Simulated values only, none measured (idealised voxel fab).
Herein follows the process module entitled voxel self aligned contacts.
Cross-section cut: width 300 nm, square cells of 5 nm.
Cross-section spec: square-cell grid; bands listed top down; each band is one or more rows.
Band: top and bottom heights (nm) first, top before bottom; then materials from left to right, widths in nm. "all across" marks a sole material filling the band edge to edge. "empty" denotes empty space.
Note: height 0 marks the level under which the wafer is uniformly one material as received. Lowest band unbounded below, written "0 and below".
Per-row width for "30->40": begins at first number (top row of band), ends at second number (bottom row), increment between rows held constant.
"no change", as given for a step, is the statement that not any cell of the cross-section underwent a change during that step.
This entry, "Enclosed cavities", enumerates those empty regions of no fewer than 8 cells that possess no open connection to the top. Each region is reported in the form width x height at distance, the distance being taken from the left edge, with all three quantities expressed in nm.
Anything after a step's settings on that line? It's the simulator's own note about the step.
"overlay nm" on a masked step: distance the mask lay right of its planned place, negative for left.

[Steps in the process plan]
1) RECEIVE [material Si]
2) OXIDIZE [depth nm 5]
3) DIRECTIONAL_DEP [material polySi] [thk nm 30]
4) DIRECTIONAL_DEP [material SiN] [thk nm 20]
5) DIRECTIONAL_DEP [material aC] [thk nm 10]
6) PATTERN [tone cover] [mask id GATE] [material resist] [width nm 25] [pitch nm 50] [thk nm 25] [overlay nm 0]
7) DIRECTIONAL_ETCH [etch materials aC] [depth nm 10]
8) STRIP [etch materials resist]
9) DIRECTIONAL_ETCH [etch materials SiN] [depth nm 20]
10) DIRECTIONAL_ETCH [etch materials polySi] [depth nm 30]
11) STRIP [etch materials aC]
12) CONFORMAL_DEP [material SiN] [thk nm 5]
13) DIRECTIONAL_ETCH [etch materials SiN] [depth nm 5]
14) FILL_DEP [material SiO2] [thk nm 10]
15) CMP [height nm 55]
16) PATTERN [tone open] [mask id CONTACT] [material resist] [width nm 35] [pitch nm 50] [thk nm 15] [overlay nm 0]
17) DIRECTIONAL_ETCH [etch materials SiO2] [depth nm 60]
18) STRIP [etch materials resist]
19) CONFORMAL_DEP [material TiN] [thk nm 5]
20) FILL_DEP [material W] [thk nm 5]
21) CMP [height nm 55]
22) CONFORMAL_DEP [material SiCN] [thk nm 5]

[First of two wafers: run as planned]

[Delivered wafer in cross-section: state after step 1]
    0 and below | Si all across
    Enclosed cavities: none

[How the wafer stands in section after step 2]
    0 down to -5 | SiO2 all across
    All layers under -5 are left as they were.

[How the wafer stands in section after step 3]
    30 down to 0 | polySi all across
    All layers under 0 are left as they were.

[How the wafer stands in section after step 4]
    50 down to 30 | SiN all across
    All layers under 30 are left as they were.

[How the wafer stands in section after step 5]
    60 down to 50 | aC all across
    All layers under 50 are left as they were.

[How the wafer stands in section after step 6]
    85 down to 60 | empty 85; resist 25; empty 25; resist 25; empty 25; resist 25; empty 90
    All layers under 60 are left as they were.

[How the wafer stands in section after step 7]
    75 down to 60 | empty 85; resist 25; empty 25; resist 25; empty 25; resist 25; empty 90
    60 down to 50 | empty 85; aC 25; empty 25; aC 25; empty 25; aC 25; empty 90
    All layers under 50 are left as they were.

[How the wafer stands in section after step 8]
    60 down to 50 | empty 85; aC 25; empty 25; aC 25; empty 25; aC 25; empty 90
    All layers under 50 are left as they were.

[How the wafer stands in section after step 9]
    60 down to 50 | empty 85; aC 25; empty 25; aC 25; empty 25; aC 25; empty 90
    50 down to 30 | empty 85; SiN 25; empty 25; SiN 25; empty 25; SiN 25; empty 90
    All layers under 30 are left as they were.

[How the wafer stands in section after step 10]
    60 down to 50 | empty 85; aC 25; empty 25; aC 25; empty 25; aC 25; empty 90
    50 down to 30 | empty 85; SiN 25; empty 25; SiN 25; empty 25; SiN 25; empty 90
    30 down to 0 | empty 85; polySi 25; empty 25; polySi 25; empty 25; polySi 25; empty 90
    All layers under 0 are left as they were.

[How the wafer stands in section after step 11]
    50 down to 30 | empty 85; SiN 25; empty 25; SiN 25; empty 25; SiN 25; empty 90
    All layers under 30 are left as they were.

[How the wafer stands in section after step 12]
    55 down to 30 | empty 80; SiN 35; empty 15; SiN 35; empty 15; SiN 35; empty 85
    30 down to 5 | empty 80; SiN 5; polySi 25; SiN 5; empty 15; SiN 5; polySi 25; SiN 5; empty 15; SiN 5; polySi 25; SiN 5; empty 85
    5 down to 0 | SiN 85; polySi 25; SiN 25; polySi 25; SiN 25; polySi 25; SiN 90
    All layers under 0 are left as they were.

[How the wafer stands in section after step 13]
    50 down to 30 | empty 80; SiN 35; empty 15; SiN 35; empty 15; SiN 35; empty 85
    30 down to 0 | empty 80; SiN 5; polySi 25; SiN 5; empty 15; SiN 5; polySi 25; SiN 5; empty 15; SiN 5; polySi 25; SiN 5; empty 85
    All layers under 0 are left as they were.

[How the wafer stands in section after step 14]
    60 down to 50 | SiO2 all across
    50 down to 30 | SiO2 80; SiN 35; SiO2 15; SiN 35; SiO2 15; SiN 35; SiO2 85
    30 down to 0 | SiO2 80; SiN 5; polySi 25; SiN 5; SiO2 15; SiN 5; polySi 25; SiN 5; SiO2 15; SiN 5; polySi 25; SiN 5; SiO2 85
    All layers under 0 are left as they were.

[How the wafer stands in section after step 15]
    55 down to 50 | SiO2 all across
    All layers under 50 are left as they were.

[How the wafer stands in section after step 16]
    70 down to 55 | resist 105; empty 35; resist 15; empty 35; resist 110
    All layers under 55 are left as they were.

[How the wafer stands in section after step 17]
    70 down to 55 | resist 105; empty 35; resist 15; empty 35; resist 110
    55 down to 50 | SiO2 105; empty 35; SiO2 15; empty 35; SiO2 110
    50 down to 30 | SiO2 80; SiN 35; empty 15; SiN 35; empty 15; SiN 35; SiO2 85
    30 down to 0 | SiO2 80; SiN 5; polySi 25; SiN 5; empty 15; SiN 5; polySi 25; SiN 5; empty 15; SiN 5; polySi 25; SiN 5; SiO2 85
    0 down to -5 | SiO2 115; empty 15; SiO2 35; empty 15; SiO2 120
    All layers under -5 are left as they were.

[How the wafer stands in section after step 18]
    55 down to 50 | SiO2 105; empty 35; SiO2 15; empty 35; SiO2 110
    All layers under 50 are left as they were.

[How the wafer stands in section after step 19]
    60 down to 55 | TiN 110; empty 25; TiN 25; empty 25; TiN 115
    55 down to 50 | SiO2 105; TiN 15; empty 5; TiN 15; SiO2 15; TiN 15; empty 5; TiN 15; SiO2 110
    50 down to 30 | SiO2 80; SiN 35; TiN 5; empty 5; TiN 5; SiN 35; TiN 5; empty 5; TiN 5; SiN 35; SiO2 85
    30 down to 0 | SiO2 80; SiN 5; polySi 25; SiN 5; TiN 5; empty 5; TiN 5; SiN 5; polySi 25; SiN 5; TiN 5; empty 5; TiN 5; SiN 5; polySi 25; SiN 5; SiO2 85
    0 down to -5 | SiO2 115; TiN 15; SiO2 35; TiN 15; SiO2 120
    All layers under -5 are left as they were.

[How the wafer stands in section after step 20]
    65 down to 60 | W all across
    60 down to 55 | TiN 110; W 25; TiN 25; W 25; TiN 115
    55 down to 50 | SiO2 105; TiN 15; W 5; TiN 15; SiO2 15; TiN 15; W 5; TiN 15; SiO2 110
    50 down to 30 | SiO2 80; SiN 35; TiN 5; W 5; TiN 5; SiN 35; TiN 5; W 5; TiN 5; SiN 35; SiO2 85
    30 down to 0 | SiO2 80; SiN 5; polySi 25; SiN 5; TiN 5; W 5; TiN 5; SiN 5; polySi 25; SiN 5; TiN 5; W 5; TiN 5; SiN 5; polySi 25; SiN 5; SiO2 85
    All layers under 0 are left as they were.

[How the wafer stands in section after step 21]
    55 down to 50 | SiO2 105; TiN 15; W 5; TiN 15; SiO2 15; TiN 15; W 5; TiN 15; SiO2 110
    All layers under 50 are left as they were.

[How the wafer stands in section after step 22]
    60 down to 55 | SiCN all across
    All layers under 55 are left as they were.

[What follows concerns the second wafer, which started out like the first and was meant to follow the very same plan; one mistake crept in when it was run, but everything up to and including step 13 is the same as for the first wafer]

[Cross-section of the second wafer corresponding to the planned conclusion of step 14]
    60 down to 30 | SiN all across
    30 down to 0 | SiN 85; polySi 25; SiN 25; polySi 25; SiN 25; polySi 25; SiN 90
    All layers under 0 are left as they were.

[Cross-section of the second wafer corresponding to the planned conclusion of step 15]
    55 down to 30 | SiN all across
    All layers under 30 are left as they were.

[Cross-section of the second wafer corresponding to the planned conclusion of step 16]
    70 down to 55 | resist 105; empty 35; resist 15; empty 35; resist 110
    All layers under 55 are left as they were.

Cross-section of the second wafer corresponding to the planned conclusion of step 17: no change

[Cross-section of the second wafer corresponding to the planned conclusion of step 18]
    55 down to 30 | SiN all across
    All layers under 30 are left as they were.

[Cross-section of the second wafer corresponding to the planned conclusion of step 19]
    60 down to 55 | TiN all across
    All layers under 55 are left as they were.

[Cross-section of the second wafer corresponding to the planned conclusion of step 20]
    65 down to 60 | W all across
    All layers under 60 are left as they were.

[Cross-section of the second wafer corresponding to the planned conclusion of step 21]
    55 down to 30 | SiN all across
    All layers under 30 are left as they were.

[Cross-section of the second wafer corresponding to the planned conclusion of step 22]
    60 down to 55 | SiCN all across
    All layers under 55 are left as they were.
Misprocessing identified: the process deviated at step 14: the operation and settings actually run there were FILL_DEP [material SiN] [thk nm 10]
Counted in cells at the end, the second wafer holds more or fewer of these materials than the first: 450 more of SiN; 370 fewer of SiO2; 58 fewer of TiN; 22 fewer of W
